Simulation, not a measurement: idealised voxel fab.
process module | voxel released beams
cross-section cut | 200 nm wide | cells 5 nm
A cross-section is a grid of square cells, given in bands from the top down. A band is one or more rows of cells.
Each band's line starts with the height of the band's top and of its bottom, in nm. Then come its materials from left to right, each with its width in nm. One material with "throughout" fills the band from edge to edge. "air" is empty space.
Height 0 is the level under which the wafer as received is all one material. The lowest band goes on downwards, as in "0 down".
A width such as "30 to 40" changes by the same amount from each row of cells to the next, from the band's top row to its bottom row.
"no change" after a step means that no cell of the cross-section changed.
closed voids: empty space of 8 cells or more with no open way to the top, each as width x height at its distance from the left edge, in nm
after a step's settings: what the simulator itself notes on the step
overlay nm, on a step with a mask: how far to the right of its planned place the mask lay; to the left if negative
plan
1 op RECEIVE | material Si
2 op CONFORMAL_DEP | material SiN | thk nm 5
3 op DIRECTIONAL_DEP | material SiO2 | thk nm 20
4 op DIRECTIONAL_DEP | material aC | thk nm 15
5 op PATTERN | tone open | mask id ANCHOR | material resist | width nm 35 | thk nm 30 | overlay nm 0
6 op DIRECTIONAL_ETCH | etch materials aC | depth nm 15
7 op STRIP | etch materials resist
8 op DIRECTIONAL_ETCH | etch materials SiO2 | depth nm 20
9 op STRIP | etch materials aC
10 op CONFORMAL_DEP | material TiN | thk nm 15
11 op PATTERN | tone cover | mask id BEAM | material resist | width nm 80 | thk nm 20 | overlay nm 0
12 op DIRECTIONAL_ETCH | etch materials TiN | depth nm 15
13 op STRIP | etch materials resist
14 op STRIP | etch materials SiO2
as received, after step 1
  0 down: Si throughout
  closed voids: none
first wafer at the end, as planned
  40 to 25: air 55 | TiN 20 | air 5 | TiN 55 | air 65
  25 to 20: air 60 | TiN 15 | air 5 | TiN 15 | air 105
  20 to 5: air 60 | TiN 35 | air 105
  5 to 0: SiN throughout
  0 down: Si throughout
  closed voids: none
second wafer at the end: like start, like plan, one mistake
  35 to 20: air 55 | TiN 20 | air 5 | TiN 55 | air 65
  20 to 15: air 60 | TiN 15 | air 5 | TiN 15 | air 105
  15 to 0: air 60 | TiN 35 | air 105
  0 down: Si throughout
  closed voids: none
what went wrong: step 2 was left out
at the end the second wafer has, in cells: 40 fewer of SiN
